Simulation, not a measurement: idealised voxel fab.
Process module heading - voxel self aligned vias
Square cells of 5 nm make up the cross-section cut, whose width is 280 nm.
Cross-section spec: square-cell grid; bands listed top down; each band is one or more rows.
What a band's entry tells you: where the top is and where the bottom is, as heights in nm, and after that what lies inside, material by material from left to right, each with its width in nm. Empty space is written as the word "air", and a single material marked with the word "all across" occupies the band from edge to edge.
Heads up on the height convention: 0 is the point under which the incoming wafer is all one material, and the lowest band has no bottom, it just keeps going down, like "0..down".
So if you see something like "30->40" for the width, read it as the top row of the band sitting at the first number and the bottom row at the second, with every row in between moving by the same amount as the last.
What does "identical to before" mean for a step? It means no cell of the cross-section changed in that step.
"Enclosed void catalog" specifies each empty space that is not open to the top and that occupies no fewer than 8 cells, using the form width x height at distance, the distance measured from the left edge and all three quantities in nm.
Formally, on a step line, whatever follows the settings is a remark that the simulator itself makes on the step.
overlay nm: on a step with a mask, how far right of its planned place the mask lay; negative means left.
Process steps (planned)
step 1: RECEIVE | material Si
step 2: CONFORMAL_DEP | material SiO2 | thk nm 15
step 3: CONFORMAL_DEP | material SiCN | thk nm 5
step 4: DIRECTIONAL_DEP | material lowk | thk nm 30
step 5: MASKED_ETCH | tone open | mask id LINES | width nm 25 | pitch nm 65 | etch materials lowk | depth nm 30 | overlay nm 0
step 6: CONFORMAL_DEP | material TiN | thk nm 5
step 7: FILL_DEP | material Ru | thk nm 5
step 8: CMP | height nm 50
step 9: SELECTIVE_ETCH | etch materials W Ru TiN | depth nm 10
step 10: FILL_DEP | material SiN | thk nm 5
step 11: CMP | height nm 50
step 12: DIRECTIONAL_DEP | material lowk | thk nm 20
step 13: PATTERN | tone open | mask id VIAS | material resist | width nm 45 | pitch nm 130 | thk nm 15 | overlay nm 0
step 14: DIRECTIONAL_ETCH | etch materials lowk | depth nm 20
step 15: DIRECTIONAL_ETCH | etch materials SiN | depth nm 10
step 16: STRIP | etch materials resist
step 17: CONFORMAL_DEP | material TiN | thk nm 5
step 18: FILL_DEP | material Ru | thk nm 5
step 19: CMP | height nm 70
step 20: CONFORMAL_DEP | material SiN | thk nm 5
Here's what the wafer looked like in cross-section when it arrived - that's after step 1
    0..down: Si all across
    Enclosed void catalog: none
Cross-section taken at module completion on the first of two wafers; processed per the plan
    75..70: SiN all across
    70..55: 50 lowk; 5 TiN; 35 Ru; 5 TiN; 85 lowk; 5 TiN; 35 Ru; 5 TiN; 55 lowk
    55..50: 50 lowk; 15 TiN; 15 Ru; 15 TiN; 85 lowk; 15 TiN; 15 Ru; 15 TiN; 55 lowk
    50..45: 60 lowk; 5 TiN; 15 Ru; 5 TiN; 40 lowk; 25 SiN; 40 lowk; 5 TiN; 15 Ru; 5 TiN; 65 lowk
    45..40: 60 lowk; 25 TiN; 40 lowk; 25 SiN; 40 lowk; 25 TiN; 65 lowk
    40..25: 60 lowk; 5 TiN; 15 Ru; 5 TiN; 40 lowk; 5 TiN; 15 Ru; 5 TiN; 40 lowk; 5 TiN; 15 Ru; 5 TiN; 65 lowk
    25..20: 60 lowk; 25 TiN; 40 lowk; 25 TiN; 40 lowk; 25 TiN; 65 lowk
    20..15: SiCN all across
    15..0: SiO2 all across
    0..down: Si all across
    Enclosed void catalog: none
Wafer two, sectioned after the module: the first wafer's start, the first wafer's plan, and one mistake in how it was run
    75..70: SiN all across
    70..55: 50 lowk; 5 TiN; 35 Ru; 5 TiN; 85 lowk; 5 TiN; 35 Ru; 5 TiN; 55 lowk
    55..50: 50 lowk; 10 TiN; 25 Ru; 10 TiN; 85 lowk; 10 TiN; 25 Ru; 10 TiN; 55 lowk
    50..45: 55 lowk; 5 TiN; 25 Ru; 5 TiN; 30 lowk; 35 SiN; 30 lowk; 5 TiN; 25 Ru; 5 TiN; 60 lowk
    45..40: 55 lowk; 35 TiN; 30 lowk; 35 SiN; 30 lowk; 35 TiN; 60 lowk
    40..25: 55 lowk; 5 TiN; 25 Ru; 5 TiN; 30 lowk; 5 TiN; 25 Ru; 5 TiN; 30 lowk; 5 TiN; 25 Ru; 5 TiN; 60 lowk
    25..20: 55 lowk; 35 TiN; 30 lowk; 35 TiN; 30 lowk; 35 TiN; 60 lowk
    20..15: SiCN all across
    15..0: SiO2 all across
    0..down: Si all across
    Enclosed void catalog: none
Heads up, the wafer didn't run the way we planned it: step 5, actual vs plan mismatch, actual run MASKED_ETCH | tone open | mask id LINES | width nm 35 | pitch nm 65 | etch materials lowk | depth nm 30 | overlay nm 0
The final cell counts differ between the wafers, with the second having more or fewer of some materials than the first: Ru: 26 more | SiN: 4 more | TiN: 6 more | lowk: 36 fewer
